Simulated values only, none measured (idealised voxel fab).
Process module heading - voxel transistor to metal
This is section cut - it's 190 nm across, gridded in 5 nm square cells.
Notation: cross-section as square-cell grid; stated in bands, top first, going down; one or more cell rows per band. Read a band's entry like this: the first values are the height of its top and the height of its bottom in nm, and what follows is the sequence of materials from left to right, each with its width in nm. Note that "air" is empty space, and that a single material marked "throughout" reaches across the band from edge to edge. Heights from 0 (as-received wafer is one material below). Bottom band endless downward, as "0 -> down". A width given as "30 to 40" starts at the first number in the band's top row and ends at the second number in its bottom row, shifting by an equal amount at every step from row to row. "remained unchanged" means the step left every cell of the cross-section as it was. "Closed void list" specifies each empty space that is not open to the top and that occupies no fewer than 8 cells, using the form width x height at distance, the distance measured from the left edge and all three quantities in nm. On each step's line, the part that comes after the settings is the simulator's own comment on the step. overlay nm: for a step with a mask, the amount by which the mask lay right of where it was planned; a negative amount means left of it.

**Process steps foreseen in the plan**
1 RECEIVE,material Si
2 OXIDIZE,depth nm 5
3 CONFORMAL_DEP,material SiN,thk nm 15
4 PATTERN,tone cover,mask id ACTIVE,material resist,width nm 115,thk nm 20,overlay nm 0
5 DIRECTIONAL_ETCH,etch materials SiN,depth nm 15
6 DIRECTIONAL_ETCH,etch materials SiO2,depth nm 5
7 DIRECTIONAL_ETCH,etch materials Si,depth nm 30
8 STRIP,etch materials resist
9 FILL_DEP,material SiO2,thk nm 10
10 CMP,height nm 15
11 SELECTIVE_ETCH,etch materials SiO2,depth nm 15
12 STRIP,etch materials SiN
13 SELECTIVE_ETCH,etch materials SiO2,depth nm 5
14 OXIDIZE,depth nm 5
15 DIRECTIONAL_DEP,material polySi,thk nm 25
16 DIRECTIONAL_DEP,material SiCN,thk nm 10
17 MASKED_ETCH,tone cover,mask id GATE,width nm 25,etch materials SiCN,depth nm 20,overlay nm 0
18 MASKED_ETCH,tone cover,mask id GATE,width nm 25,etch materials polySi,depth nm 35,overlay nm 0
19 CONFORMAL_DEP,material SiO2,thk nm 5
20 DIRECTIONAL_ETCH,etch materials SiO2,depth nm 5
21 CONFORMAL_DEP,material SiN,thk nm 10
22 DIRECTIONAL_ETCH,etch materials SiN,depth nm 10
23 DIRECTIONAL_ETCH,etch materials SiO2,depth nm 5
24 EPI,material pSi,thk nm 5
25 FILL_DEP,material SiO2,thk nm 10
26 CMP,height nm 20
27 STRIP,etch materials polySi
28 SELECTIVE_ETCH,etch materials SiO2,depth nm 5
29 CONFORMAL_DEP,material HfO2,thk nm 5
30 CONFORMAL_DEP,material TiN,thk nm 5
31 FILL_DEP,material W,thk nm 10
32 CMP,height nm 15
33 DIRECTIONAL_DEP,material SiO2,thk nm 15
34 PATTERN,tone open,mask id CONTACT,material resist,width nm 15,pitch nm 80,thk nm 15,overlay nm 0
35 DIRECTIONAL_ETCH,etch materials SiO2,depth nm 35
36 STRIP,etch materials resist
37 CONFORMAL_DEP,material TiN,thk nm 5
38 FILL_DEP,material Ru,thk nm 10
39 CMP,height nm 30
40 DIRECTIONAL_DEP,material TiN,thk nm 5
41 DIRECTIONAL_DEP,material W,thk nm 15
42 MASKED_ETCH,tone cover,mask id METAL_1,width nm 15,pitch nm 80,etch materials W,depth nm 15,overlay nm 0
43 MASKED_ETCH,tone cover,mask id METAL_1,width nm 15,pitch nm 80,etch materials TiN,depth nm 5,overlay nm 0
44 CONFORMAL_DEP,material SiCN,thk nm 5
45 FILL_DEP,material lowk,thk nm 5
46 CMP,height nm 50
47 CONFORMAL_DEP,material SiCN,thk nm 5
48 DIRECTIONAL_DEP,material SiO2,thk nm 30
49 DIRECTIONAL_DEP,material aC,thk nm 15
50 PATTERN,tone open,mask id METAL_2,material resist,width nm 15,pitch nm 80,thk nm 30,overlay nm 0
51 DIRECTIONAL_ETCH,etch materials aC,depth nm 15
52 STRIP,etch materials resist
53 DIRECTIONAL_ETCH,etch materials SiO2,depth nm 15
54 STRIP,etch materials aC
55 PATTERN,tone open,mask id METAL_2_HOLES,material resist,width nm 15,pitch nm 80,thk nm 15,overlay nm 0
56 DIRECTIONAL_ETCH,etch materials SiO2,depth nm 15
57 DIRECTIONAL_ETCH,etch materials SiCN,depth nm 5
58 STRIP,etch materials resist
59 CONFORMAL_DEP,material TiN,thk nm 5
60 FILL_DEP,material Cu,thk nm 5
61 CMP,height nm 85
62 CONFORMAL_DEP,material SiN,thk nm 5

**As-received wafer cross-section (after step 1)**
	0 -> down | Si throughout
	Closed void list: none

**Post-module cross-section of the first of two wafers (run per plan)**
	90 -> 85 | SiN throughout
	85 -> 55 | SiO2 (45); TiN (5); Cu (5); TiN (5); SiO2 (65); TiN (5); Cu (5); TiN (5); SiO2 (50)
	55 -> 50 | SiCN (45); TiN (15); SiCN (65); TiN (15); SiCN (50)
	50 -> 35 | lowk (40); SiCN (5); W (15); SiCN (5); lowk (55); SiCN (5); W (15); SiCN (5); lowk (45)
	35 -> 30 | SiCN (45); TiN (15); SiCN (65); TiN (15); SiCN (50)
	30 -> 15 | SiO2 (45); TiN (5); Ru (5); TiN (5); SiO2 (65); TiN (5); Ru (5); TiN (5); SiO2 (50)
	15 -> 0 | SiO2 (45); TiN (5); Ru (5); TiN (5); SiO2 (5); SiN (10); HfO2 (5); TiN (5); W (15); TiN (5); HfO2 (5); SiN (10); SiO2 (5); TiN (5); Ru (5); TiN (5); SiO2 (50)
	0 -> -5 | SiO2 (45); TiN (15); SiO2 (5); SiN (10); HfO2 (5); TiN (25); HfO2 (5); SiN (10); SiO2 (5); TiN (15); SiO2 (50)
	-5 -> -10 | SiO2 (30); pSi (35); SiO2 (10); HfO2 (35); SiO2 (10); pSi (35); SiO2 (35)
	-10 -> -35 | SiO2 (35); Si (115); SiO2 (40)
	-35 -> down | Si throughout
	Closed void list: none

**Here is the second of the two wafers cut open at the end of the module - same start, same plan as the first one, but we made one mistake running it**
	90 -> 85 | SiN throughout
	85 -> 55 | SiO2 (45); TiN (5); Cu (5); TiN (5); SiO2 (65); TiN (5); Cu (5); TiN (5); SiO2 (50)
	55 -> 50 | SiCN (45); TiN (15); SiCN (65); TiN (15); SiCN (50)
	50 -> 35 | lowk (40); SiCN (5); W (15); SiCN (5); lowk (55); SiCN (5); W (15); SiCN (5); lowk (45)
	35 -> 30 | SiCN (45); TiN (15); SiCN (65); TiN (15); SiCN (50)
	30 -> 15 | SiO2 (45); TiN (5); Ru (5); TiN (5); SiO2 (65); TiN (5); Ru (5); TiN (5); SiO2 (50)
	15 -> 0 | SiO2 (45); TiN (5); Ru (5); TiN (5); SiO2 (5); SiN (10); HfO2 (5); SiCN (5); W (15); SiCN (5); HfO2 (5); SiN (10); SiO2 (5); TiN (5); Ru (5); TiN (5); SiO2 (50)
	0 -> -5 | SiO2 (45); TiN (15); SiO2 (5); SiN (10); HfO2 (5); SiCN (25); HfO2 (5); SiN (10); SiO2 (5); TiN (15); SiO2 (50)
	-5 -> -10 | SiO2 (30); pSi (35); SiO2 (10); HfO2 (35); SiO2 (10); pSi (35); SiO2 (35)
	-10 -> -35 | SiO2 (35); Si (115); SiO2 (40)
	-35 -> down | Si throughout
	Closed void list: none
Nonconformance to the process plan: planned and actual differ for step 30; actual: CONFORMAL_DEP,material SiCN,thk nm 5
at the end the second wafer has, in cells: 11 more of SiCN; 11 fewer of TiN
